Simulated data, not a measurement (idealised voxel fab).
process module | voxel trench capacitor
cross-section cut | 225 nm wide | cells 5 nm
A cross-section is a grid of square cells, given in bands from the top down. A band is one or more rows of cells.
Each band's line starts with the height of the band's top and of its bottom, in nm. Then come its materials from left to right, each with its width in nm. One material with "throughout" fills the band from edge to edge. "air" is empty space.
Height 0 is the level under which the wafer as received is all one material. The lowest band goes on downwards, as in "0 down".
A width such as "30 to 40" changes by the same amount from each row of cells to the next, from the band's top row to its bottom row.
"no change" after a step means that no cell of the cross-section changed.
closed voids: empty space of 8 cells or more with no open way to the top, each as width x height at its distance from the left edge, in nm
after a step's settings: what the simulator itself notes on the step
overlay nm, on a step with a mask: how far to the right of its planned place the mask lay; to the left if negative
plan
1 op RECEIVE | material Si
2 op CONFORMAL_DEP | material SiN | thk nm 5
3 op MASKED_ETCH | tone open | mask id TRENCH | width nm 25 | pitch nm 50 | etch materials SiN | depth nm 5 | overlay nm 0
4 op MASKED_ETCH | tone open | mask id TRENCH | width nm 25 | pitch nm 50 | etch materials Si | depth nm 40 | overlay nm 0
5 op CONFORMAL_DEP | material HfO2 | thk nm 5
6 op CONFORMAL_DEP | material TiN | thk nm 5
7 op FILL_DEP | material W | thk nm 5
8 op CMP | height nm 5
as received, after step 1
  0 down: Si throughout
  closed voids: none
first wafer at the end, as planned
  5 to 0: SiN 25 | HfO2 5 | TiN 5 | W 5 | TiN 5 | HfO2 5 | SiN 25 | HfO2 5 | TiN 5 | W 5 | TiN 5 | HfO2 5 | SiN 25 | HfO2 5 | TiN 5 | W 5 | TiN 5 | HfO2 5 | SiN 25 | HfO2 5 | TiN 5 | W 5 | TiN 5 | HfO2 5 | SiN 25
  0 to -30: Si 25 | HfO2 5 | TiN 5 | W 5 | TiN 5 | HfO2 5 | Si 25 | HfO2 5 | TiN 5 | W 5 | TiN 5 | HfO2 5 | Si 25 | HfO2 5 | TiN 5 | W 5 | TiN 5 | HfO2 5 | Si 25 | HfO2 5 | TiN 5 | W 5 | TiN 5 | HfO2 5 | Si 25
  -30 to -35: Si 25 | HfO2 5 | TiN 15 | HfO2 5 | Si 25 | HfO2 5 | TiN 15 | HfO2 5 | Si 25 | HfO2 5 | TiN 15 | HfO2 5 | Si 25 | HfO2 5 | TiN 15 | HfO2 5 | Si 25
  -35 to -40: Si 25 | HfO2 25 | Si 25 | HfO2 25 | Si 25 | HfO2 25 | Si 25 | HfO2 25 | Si 25
  -40 down: Si throughout
  closed voids: none
second wafer at the end: like start, like plan, one mistake
  5 to 0: SiN 30 | TiN 5 | W 5 | TiN 5 | SiN 35 | TiN 5 | W 5 | TiN 5 | SiN 35 | TiN 5 | W 5 | TiN 5 | SiN 35 | TiN 5 | W 5 | TiN 5 | SiN 30
  0 to -30: Si 25 | SiN 5 | TiN 5 | W 5 | TiN 5 | SiN 5 | Si 25 | SiN 5 | TiN 5 | W 5 | TiN 5 | SiN 5 | Si 25 | SiN 5 | TiN 5 | W 5 | TiN 5 | SiN 5 | Si 25 | SiN 5 | TiN 5 | W 5 | TiN 5 | SiN 5 | Si 25
  -30 to -35: Si 25 | SiN 5 | TiN 15 | SiN 5 | Si 25 | SiN 5 | TiN 15 | SiN 5 | Si 25 | SiN 5 | TiN 15 | SiN 5 | Si 25 | SiN 5 | TiN 15 | SiN 5 | Si 25
  -35 to -40: Si 25 | SiN 25 | Si 25 | SiN 25 | Si 25 | SiN 25 | Si 25 | SiN 25 | Si 25
  -40 down: Si throughout
  closed voids: none
what went wrong: step 5 ran as: op CONFORMAL_DEP | material SiN | thk nm 5
at the end the second wafer has, in cells: 84 fewer of HfO2 | 84 more of SiN
